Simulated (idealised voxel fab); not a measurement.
Process module under the name voxel trench capacitor
In the cross-section labelled cut, the width is 285 nm and each square cell is 5 nm.
A cross-section is a grid of square cells, given in bands from the top down. A band is one or more rows of cells. Band entry format. Leading values: height of top, height of bottom, nm. Remainder: materials in left-to-right order, each with its width in nm. Special words: "throughout" on a single material, which then fills the band edge to edge; "empty", empty space. For the purposes of this specification, 0 denotes the height below which the wafer in its as-received condition is composed wholly of one material, and the lowermost band, lacking a lower limit, extends downward without end, as expressed in "from 0 down". The expression "30..40" gives the width at the extremes of the band, the first number at its top row of cells and the second at its bottom row, with the width changing by equal amounts from each row to the next in between. The designation "changes: none", where it is given for a processing step, indicates that no cell of the cross-section was altered in the course of that step. Entry "Closed voids list". Content: empty spaces with no open connection to the top, size 8 cells or greater. Each: width x height at distance. Distance: from left edge. Unit: nm. Whatever follows a step's settings on its line is a remark the simulator itself makes about that step. Each step line may optionally specify "overlay nm", which for a step with a mask gives the rightward distance between the mask's planned place and where it lay, a negative value indicating the leftward direction.

## Set out below are the planned steps of the process
step 1: RECEIVE | material Si
step 2: CONFORMAL_DEP | material SiN | thk nm 10
step 3: MASKED_ETCH | tone open | mask id TRENCH | width nm 15 | pitch nm 35 | etch materials SiN | depth nm 10 | overlay nm 0
step 4: MASKED_ETCH | tone open | mask id TRENCH | width nm 15 | pitch nm 35 | etch materials Si | depth nm 25 | overlay nm 0
step 5: CONFORMAL_DEP | material Al2O3 | thk nm 5
step 6: FILL_DEP | material polySi | thk nm 10
step 7: CMP | height nm 10

## First of two wafers, with the run carried out as planned

## Cross-section of the wafer at receipt, which is the condition after step 1
  from 0 down  Si throughout
  Closed voids list: none

## Once step 2 is through, the wafer looks like this in cross-section
  from 10 to 0  SiN throughout
  At heights below 0, the structure remains unaltered.

## Once step 3 is through, the wafer looks like this in cross-section
  from 10 to 0  115 SiN; 15 empty; 20 SiN; 15 empty; 120 SiN
  At heights below 0, the structure remains unaltered.

## Once step 4 is through, the wafer looks like this in cross-section
  from 10 to 0  115 SiN; 15 empty; 20 SiN; 15 empty; 120 SiN
  from 0 to -25  115 Si; 15 empty; 20 Si; 15 empty; 120 Si
  At heights below -25, the structure remains unaltered.

## Once step 5 is through, the wafer looks like this in cross-section
  from 15 to 10  120 Al2O3; 5 empty; 30 Al2O3; 5 empty; 125 Al2O3
  from 10 to 0  115 SiN; 5 Al2O3; 5 empty; 5 Al2O3; 20 SiN; 5 Al2O3; 5 empty; 5 Al2O3; 120 SiN
  from 0 to -20  115 Si; 5 Al2O3; 5 empty; 5 Al2O3; 20 Si; 5 Al2O3; 5 empty; 5 Al2O3; 120 Si
  from -20 to -25  115 Si; 15 Al2O3; 20 Si; 15 Al2O3; 120 Si
  At heights below -25, the structure remains unaltered.

## Once step 6 is through, the wafer looks like this in cross-section
  from 25 to 15  polySi throughout
  from 15 to 10  120 Al2O3; 5 polySi; 30 Al2O3; 5 polySi; 125 Al2O3
  from 10 to 0  115 SiN; 5 Al2O3; 5 polySi; 5 Al2O3; 20 SiN; 5 Al2O3; 5 polySi; 5 Al2O3; 120 SiN
  from 0 to -20  115 Si; 5 Al2O3; 5 polySi; 5 Al2O3; 20 Si; 5 Al2O3; 5 polySi; 5 Al2O3; 120 Si
  At heights below -20, the structure remains unaltered.

## Once step 7 is through, the wafer looks like this in cross-section
  from 10 to 0  115 SiN; 5 Al2O3; 5 polySi; 5 Al2O3; 20 SiN; 5 Al2O3; 5 polySi; 5 Al2O3; 120 SiN
  At heights below 0, the structure remains unaltered.

## Wafer two of two - same starting point, same process plan, one mistake in execution; matches wafer one up to and including step 6

Second wafer, cut view, end of step 7 per plan: changes: none
The mistake made against the process plan was this: step 7 of the plan was jumped over and never run
The final cell counts differ between the wafers, with the second having more or fewer of some materials than the first: Al2O3: 55 more | polySi: 116 more
